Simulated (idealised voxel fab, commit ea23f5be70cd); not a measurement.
process module | voxel released beams
cross-section cut | 250 nm wide | cells 5 nm
A cross-section is a grid of square cells, given in bands from the top down. A band is one or more rows of cells.
Each band's line starts with the height of the band's top and of its bottom, in nm. Then come its materials from left to right, each with its width in nm. One material with "throughout" fills the band from edge to edge. "air" is empty space.
Height 0 is the level under which the wafer as received is all one material. The lowest band goes on downwards, as in "0 down".
A width such as "30 to 40" changes by the same amount from each row of cells to the next, from the band's top row to its bottom row.
"no change" after a step means that no cell of the cross-section changed.
closed voids: empty space of 8 cells or more with no open way to the top, each as width x height at its distance from the left edge, in nm
after a step's settings: what the simulator itself notes on the step
overlay nm, on a step with a mask: how far to the right of its planned place the mask lay; to the left if negative
plan
1 op RECEIVE | material Si
2 op CONFORMAL_DEP | material Al2O3 | thk nm 10
3 op DIRECTIONAL_DEP | material SiO2 | thk nm 15
4 op MASKED_ETCH | tone open | mask id ANCHOR | width nm 25 | etch materials SiO2 | depth nm 15 | overlay nm -15
5 op CONFORMAL_DEP | material W | thk nm 10
6 op DIRECTIONAL_DEP | material aC | thk nm 15
7 op PATTERN | tone cover | mask id BEAM | material resist | width nm 110 | thk nm 30 | overlay nm 0
8 op DIRECTIONAL_ETCH | etch materials aC | depth nm 15
9 op STRIP | etch materials resist
10 op DIRECTIONAL_ETCH | etch materials W | depth nm 10
11 op STRIP | etch materials aC
12 op STRIP | etch materials SiO2
varied across the wafers: overlay nm of step 4. The plan shows the first wafer's value. All wafers start alike
first wafer as received, after step 1
  0 down: Si throughout
  closed voids: none
each wafer at the end: cells of each material gained (+) or lost (-) since it was received, then its closed voids
overlay nm -15 | +100 Al2O3 | +56 W | closed voids: none
overlay nm -10 | +100 Al2O3 | +56 W | closed voids: none
overlay nm -5 | +100 Al2O3 | +56 W | closed voids: none
overlay nm 0 | +100 Al2O3 | +56 W | closed voids: none
overlay nm 5 | +100 Al2O3 | +56 W | closed voids: none
overlay nm 10 | +100 Al2O3 | +56 W | closed voids: none
overlay nm 15 | +100 Al2O3 | +56 W | closed voids: none
